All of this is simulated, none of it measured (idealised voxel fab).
Herein follows the process module entitled voxel ribs on slabs.
Cross-section cut spans 260 nm and uses square cells 5 nm in size.
In this document a cross-section is written as a grid of square cells. It is given as a series of bands, listed from the top down, and a band is one or more rows of cells. Band entry format. Leading values: height of top, height of bottom, nm. Remainder: materials in left-to-right order, each with its width in nm. Special words: "full width" on a single material, which then fills the band edge to edge; "air", empty space. Heads up on the height convention: 0 is the point under which the incoming wafer is all one material, and the lowest band has no bottom, it just keeps going down, like "0 down". Top row gets the first number, bottom row gets the second, and each row in between changes by the same step: that is how a band width like "30 to 40" works. "nothing different" for a step: no cell of the cross-section changed in that step. Entry "Closed void table" = empty spaces >= 8 cells with no open way to the top; each as width x height at distance, distance from left edge, all nm. That trailing text on a step's line, after the settings, is the simulator's own remark on the step. overlay nm: mask offset rightward from planned place, masked step; negative means leftward offset.
### Below is the list of planned process steps
1: RECEIVE,material Si
2: DIRECTIONAL_DEP,material SiO2,thk nm 30
3: DIRECTIONAL_DEP,material polySi,thk nm 15
4: DIRECTIONAL_DEP,material aC,thk nm 10
5: PATTERN,tone cover,mask id RIB,material resist,width nm 15,thk nm 30,overlay nm 0
6: DIRECTIONAL_ETCH,etch materials aC,depth nm 10
7: STRIP,etch materials resist
8: DIRECTIONAL_ETCH,etch materials polySi,depth nm 10
9: STRIP,etch materials aC
10: MASKED_ETCH,tone cover,mask id SLAB,width nm 65,etch materials polySi,depth nm 5,overlay nm 0
11: FILL_DEP,material SiO2,thk nm 15
12: CMP,height nm 55
13: DIRECTIONAL_DEP,material W,thk nm 10
14: DIRECTIONAL_DEP,material aC,thk nm 15
15: PATTERN,tone cover,mask id HEATER,material resist,width nm 25,thk nm 30,overlay nm 0
16: DIRECTIONAL_ETCH,etch materials aC,depth nm 15
17: STRIP,etch materials resist
18: DIRECTIONAL_ETCH,etch materials W,depth nm 10
19: STRIP,etch materials aC
20: CONFORMAL_DEP,material SiN,thk nm 5
The plan's step 10 width nm is the first wafer's value; the wafers differ in this setting and start identical.
### First of several wafers (as received, post step 1), cross-sectional view
	0 down  Si full width
	Closed void table: none
### Basically each wafer gets a line in the table, showing it at the end of the module: material by material, the cells it gained (+) or lost (-) since we got it, then its closed voids
width nm 65; +56 SiN; +553 SiO2; +10 W; +19 polySi; Closed void table: none
width nm 70; +56 SiN; +552 SiO2; +10 W; +20 polySi; Closed void table: none
width nm 75; +56 SiN; +551 SiO2; +10 W; +21 polySi; Closed void table: none
width nm 80; +56 SiN; +550 SiO2; +10 W; +22 polySi; Closed void table: none
width nm 85; +56 SiN; +549 SiO2; +10 W; +23 polySi; Closed void table: none
width nm 90; +56 SiN; +548 SiO2; +10 W; +24 polySi; Closed void table: none
